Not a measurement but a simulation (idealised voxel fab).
The name of this process module is voxel transistor to metal.
Each square cell in cross-section cut measures 5 nm, and the section as a whole is 185 nm wide.
We lay out every cross-section as a grid of square cells and spell it out in bands from the top down, where one band means one or more rows of cells. Look at the band entry: it leads with the top's height and the bottom's height in nm. Then it lists the materials left to right, with a width in nm for each. The word "full width" on a single material says that material fills the band edge to edge. The word "empty" is empty space. Note: height 0 marks the level under which the wafer is uniformly one material as received. Lowest band unbounded below, written "0 and below". Width spec "30->40" -> top row of cells at first value, bottom row at second value, equal per-row change in between. Basically "all unchanged" means that step didn't change any cell in the cross-section. Look at "Closed internal cavities" for the closed voids: empty spaces with no open path to the top, sized 8 cells or up. Each is width x height at distance, distance from the left edge, all nm. What comes after the settings on a step's line is commentary from the simulator itself on that step. The line of a step may include "overlay nm". On a step with a mask, this value is how far to the right of its planned place the mask lay. A negative value means the mask lay to the left.
Planned step list for the process:
1) RECEIVE, material Si
2) OXIDIZE, depth nm 5
3) CONFORMAL_DEP, material SiN, thk nm 10
4) MASKED_ETCH, tone cover, mask id ACTIVE, width nm 115, etch materials SiN, depth nm 10, overlay nm 0
5) MASKED_ETCH, tone cover, mask id ACTIVE, width nm 115, etch materials SiO2, depth nm 5, overlay nm 0
6) MASKED_ETCH, tone cover, mask id ACTIVE, width nm 115, etch materials Si, depth nm 35, overlay nm 0
7) OXIDIZE, depth nm 5
8) FILL_DEP, material SiO2, thk nm 10
9) CMP, height nm 10
10) SELECTIVE_ETCH, etch materials SiO2, depth nm 10
11) STRIP, etch materials SiN
12) SELECTIVE_ETCH, etch materials SiO2, depth nm 5
13) OXIDIZE, depth nm 5
14) DIRECTIONAL_DEP, material polySi, thk nm 25
15) DIRECTIONAL_DEP, material SiCN, thk nm 15
16) PATTERN, tone cover, mask id GATE, material resist, width nm 35, thk nm 20, overlay nm 0
17) DIRECTIONAL_ETCH, etch materials SiCN, depth nm 25
18) DIRECTIONAL_ETCH, etch materials polySi, depth nm 35
19) STRIP, etch materials resist
20) CONFORMAL_DEP, material SiN, thk nm 10
21) DIRECTIONAL_ETCH, etch materials SiN, depth nm 10
22) DIRECTIONAL_ETCH, etch materials SiO2, depth nm 5
23) DIRECTIONAL_ETCH, etch materials Si, depth nm 15
24) EPI, material pSi, thk nm 15
25) FILL_DEP, material SiO2, thk nm 10
26) CMP, height nm 20
27) STRIP, etch materials polySi
28) SELECTIVE_ETCH, etch materials SiO2, depth nm 5
29) CONFORMAL_DEP, material HfO2, thk nm 5
30) CONFORMAL_DEP, material TiN, thk nm 5
31) FILL_DEP, material W, thk nm 10
32) CMP, height nm 15
33) DIRECTIONAL_DEP, material SiO2, thk nm 10
34) PATTERN, tone open, mask id CONTACT, material resist, width nm 15, pitch nm 80, thk nm 20, overlay nm 0
35) DIRECTIONAL_ETCH, etch materials SiO2, depth nm 35
36) STRIP, etch materials resist
37) CONFORMAL_DEP, material TiN, thk nm 5
38) FILL_DEP, material W, thk nm 5
39) CMP, height nm 25
40) CONFORMAL_DEP, material SiN, thk nm 5
41) DIRECTIONAL_DEP, material SiO2, thk nm 15
42) MASKED_ETCH, tone open, mask id METAL_1, width nm 15, pitch nm 80, etch materials SiO2, depth nm 15, overlay nm 0
43) MASKED_ETCH, tone open, mask id METAL_1, width nm 15, pitch nm 80, etch materials SiN, depth nm 5, overlay nm 0
44) CONFORMAL_DEP, material TiN, thk nm 5
45) FILL_DEP, material Cu, thk nm 10
46) CMP, height nm 45
47) CONFORMAL_DEP, material SiCN, thk nm 5
48) DIRECTIONAL_DEP, material SiO2, thk nm 30
49) MASKED_ETCH, tone open, mask id METAL_2, width nm 15, pitch nm 80, etch materials SiO2, depth nm 20, overlay nm 0
50) PATTERN, tone open, mask id METAL_2_HOLES, material resist, width nm 15, pitch nm 80, thk nm 20, overlay nm 0
51) DIRECTIONAL_ETCH, etch materials SiO2, depth nm 10
52) DIRECTIONAL_ETCH, etch materials SiCN, depth nm 5
53) STRIP, etch materials resist
54) CONFORMAL_DEP, material TiN, thk nm 5
55) FILL_DEP, material Cu, thk nm 10
56) CMP, height nm 80
57) CONFORMAL_DEP, material SiN, thk nm 5
So this is the incoming wafer in cross-section - it's already been through step 1:
    0 and below: Si full width
    Closed internal cavities: none
What the wafer looks like in cross-section after this module, when it starts as shown above and follows the plan above but one mistake is made in running it:
    85 down to 80: SiN full width
    80 down to 50: SiO2: 45, then TiN: 5, then Cu: 5, then TiN: 5, then SiO2: 65, then TiN: 5, then Cu: 5, then TiN: 5, then SiO2: 45
    50 down to 45: SiCN: 45, then TiN: 15, then SiCN: 65, then TiN: 15, then SiCN: 45
    45 down to 30: SiO2: 45, then TiN: 5, then Cu: 5, then TiN: 5, then SiO2: 65, then TiN: 5, then Cu: 5, then TiN: 5, then SiO2: 45
    30 down to 25: SiN: 45, then TiN: 15, then SiN: 65, then TiN: 15, then SiN: 45
    25 down to 15: SiO2: 45, then TiN: 5, then W: 5, then TiN: 5, then SiO2: 65, then TiN: 5, then W: 5, then TiN: 5, then SiO2: 45
    15 down to 10: SiO2: 45, then TiN: 5, then W: 5, then TiN: 5, then SiO2: 10, then SiN: 10, then HfO2: 5, then TiN: 5, then W: 10, then TiN: 5, then HfO2: 5, then SiN: 10, then SiO2: 5, then TiN: 5, then W: 5, then TiN: 5, then SiO2: 45
    10 down to 5: SiO2: 45, then TiN: 15, then SiO2: 10, then SiN: 10, then HfO2: 5, then TiN: 5, then W: 10, then TiN: 5, then HfO2: 5, then SiN: 10, then SiO2: 5, then TiN: 15, then SiO2: 45
    5 down to 0: SiO2: 45, then TiN: 10, then pSi: 15, then SiN: 10, then HfO2: 5, then TiN: 5, then W: 10, then TiN: 5, then HfO2: 5, then SiN: 10, then pSi: 15, then TiN: 5, then SiO2: 45
    0 down to -5: SiO2: 45, then TiN: 10, then pSi: 15, then SiN: 10, then HfO2: 5, then TiN: 20, then HfO2: 5, then SiN: 10, then pSi: 15, then TiN: 5, then SiO2: 45
    -5 down to -10: SiO2: 45, then TiN: 10, then pSi: 15, then SiO2: 5, then HfO2: 40, then SiO2: 5, then pSi: 15, then TiN: 5, then SiO2: 45
    -10 down to -25: SiO2: 40, then pSi: 30, then Si: 50, then pSi: 25, then SiO2: 40
    -25 down to -45: SiO2: 40, then Si: 105, then SiO2: 40
    -45 and below: Si full width
    Closed internal cavities: none
what went wrong: rather than as planned, step 16 actually ran as PATTERN, tone cover, mask id GATE, material resist, width nm 30, thk nm 20, overlay nm 0
